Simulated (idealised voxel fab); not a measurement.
Documented hereafter: the process module known as voxel transistor to metal.
Shown is cross-section cut, with a width of 200 nm and square cells of size 5 nm.
Cross-section = grid of square cells, listed top down in bands; band = one or more rows. Heights first: top, then bottom, in nm. Then materials, left to right, each with a width in nm. "everywhere" on a single material: fills the band edge to edge. "air": empty space. The level at which height equals 0 is the one under which the wafer, as it arrives, is entirely one material. No lower edge exists for the bottom band, which continues downward and is notated as in "0 -> down". Top row gets the first number, bottom row gets the second, and each row in between changes by the same step: that is how a band width like "30->40" works. "remained unchanged", as given for a step, is the statement that not any cell of the cross-section underwent a change during that step. The label "Trapped cavities" introduces a list of the empty spaces, 8 cells or larger, that have no open way up to the top; each entry in it reads width x height at distance, where the distance is taken from the left edge and all three are stated in nm. Anything after a step's settings on that line? It's the simulator's own note about the step. overlay nm: how far to the right of its planned place the mask lay on this masked step (negative: to the left).

# Set out below are the planned steps of the process
1) RECEIVE (material Si)
2) CONFORMAL_DEP (material SiO2; thk nm 5)
3) CONFORMAL_DEP (material SiN; thk nm 10)
4) MASKED_ETCH (tone cover; mask id ACTIVE; width nm 115; etch materials SiN; depth nm 10; overlay nm 0)
5) MASKED_ETCH (tone cover; mask id ACTIVE; width nm 115; etch materials SiO2; depth nm 5; overlay nm 0)
6) MASKED_ETCH (tone cover; mask id ACTIVE; width nm 115; etch materials Si; depth nm 35; overlay nm 0)
7) FILL_DEP (material SiO2; thk nm 10)
8) CMP (height nm 15)
9) SELECTIVE_ETCH (etch materials SiO2; depth nm 10)
10) STRIP (etch materials SiN)
11) SELECTIVE_ETCH (etch materials SiO2; depth nm 5)
12) OXIDIZE (depth nm 5)
13) DIRECTIONAL_DEP (material polySi; thk nm 25)
14) DIRECTIONAL_DEP (material SiCN; thk nm 15)
15) PATTERN (tone cover; mask id GATE; material resist; width nm 35; thk nm 20; overlay nm 0)
16) DIRECTIONAL_ETCH (etch materials SiCN; depth nm 25)
17) DIRECTIONAL_ETCH (etch materials polySi; depth nm 35)
18) STRIP (etch materials resist)
19) CONFORMAL_DEP (material SiN; thk nm 5)
20) DIRECTIONAL_ETCH (etch materials SiN; depth nm 5)
21) DIRECTIONAL_ETCH (etch materials SiO2; depth nm 5)
22) EPI (material nSi; thk nm 5)
23) FILL_DEP (material SiO2; thk nm 5)
24) CMP (height nm 25)
25) STRIP (etch materials polySi)
26) SELECTIVE_ETCH (etch materials SiO2; depth nm 5)
27) CONFORMAL_DEP (material HfO2; thk nm 5)
28) CONFORMAL_DEP (material TiN; thk nm 5)
29) FILL_DEP (material W; thk nm 5)
30) CMP (height nm 20)
31) DIRECTIONAL_DEP (material SiO2; thk nm 15)
32) DIRECTIONAL_DEP (material aC; thk nm 10)
33) PATTERN (tone open; mask id CONTACT; material resist; width nm 15; pitch nm 90; thk nm 25; overlay nm 0)
34) DIRECTIONAL_ETCH (etch materials aC; depth nm 10)
35) STRIP (etch materials resist)
36) DIRECTIONAL_ETCH (etch materials SiO2; depth nm 35)
37) STRIP (etch materials aC)
38) CONFORMAL_DEP (material TiN; thk nm 5)
39) FILL_DEP (material W; thk nm 5)
40) CMP (height nm 35)
41) CONFORMAL_DEP (material SiCN; thk nm 5)
42) DIRECTIONAL_DEP (material SiO2; thk nm 25)
43) DIRECTIONAL_DEP (material aC; thk nm 15)
44) PATTERN (tone open; mask id METAL_1; material resist; width nm 15; pitch nm 90; thk nm 30; overlay nm 0)
45) DIRECTIONAL_ETCH (etch materials aC; depth nm 15)
46) STRIP (etch materials resist)
47) DIRECTIONAL_ETCH (etch materials SiO2; depth nm 25)
48) DIRECTIONAL_ETCH (etch materials SiCN; depth nm 5)
49) STRIP (etch materials aC)
50) CONFORMAL_DEP (material TiN; thk nm 5)
51) FILL_DEP (material Cu; thk nm 5)
52) CMP (height nm 65)
53) CONFORMAL_DEP (material SiCN; thk nm 5)
54) DIRECTIONAL_DEP (material SiO2; thk nm 30)
55) PATTERN (tone open; mask id METAL_2; material resist; width nm 15; pitch nm 90; thk nm 20; overlay nm 0)
56) DIRECTIONAL_ETCH (etch materials SiO2; depth nm 20)
57) STRIP (etch materials resist)
58) MASKED_ETCH (tone open; mask id METAL_2_HOLES; width nm 15; pitch nm 90; etch materials SiO2; depth nm 10; overlay nm 0)
59) MASKED_ETCH (tone open; mask id METAL_2_HOLES; width nm 15; pitch nm 90; etch materials SiCN; depth nm 5; overlay nm 0)
60) CONFORMAL_DEP (material TiN; thk nm 5)
61) FILL_DEP (material Ru; thk nm 10)
62) CMP (height nm 100)
63) CONFORMAL_DEP (material SiCN; thk nm 5)
The width nm used in step 44 is not the same on every wafer, whereas the starting condition is; the value printed in the plan is the first wafer's.

# Cross-sectional view of the first of several wafers in the as-received condition, corresponding to the state following step 1
* 0 -> down | Si everywhere
* Trapped cavities: none

# Every row in this table is a wafer at the end of the module, and it gives, for each of the materials, the cells that wafer has gained (+) or lost (-) since it was received, then its closed voids
width nm 15, +10 Cu, +17 HfO2, +12 Ru, -142 Si, +108 SiCN, +8 SiN, +693 SiO2, +97 TiN, +21 W, +16 nSi, Trapped cavities: none
width nm 20, +20 Cu, +17 HfO2, +12 Ru, -142 Si, +106 SiCN, +8 SiN, +683 SiO2, +99 TiN, +21 W, +16 nSi, Trapped cavities: none
width nm 25, +30 Cu, +17 HfO2, +12 Ru, -142 Si, +104 SiCN, +8 SiN, +673 SiO2, +101 TiN, +21 W, +16 nSi, Trapped cavities: none
width nm 30, +40 Cu, +17 HfO2, +12 Ru, -142 Si, +102 SiCN, +8 SiN, +663 SiO2, +103 TiN, +21 W, +16 nSi, Trapped cavities: none
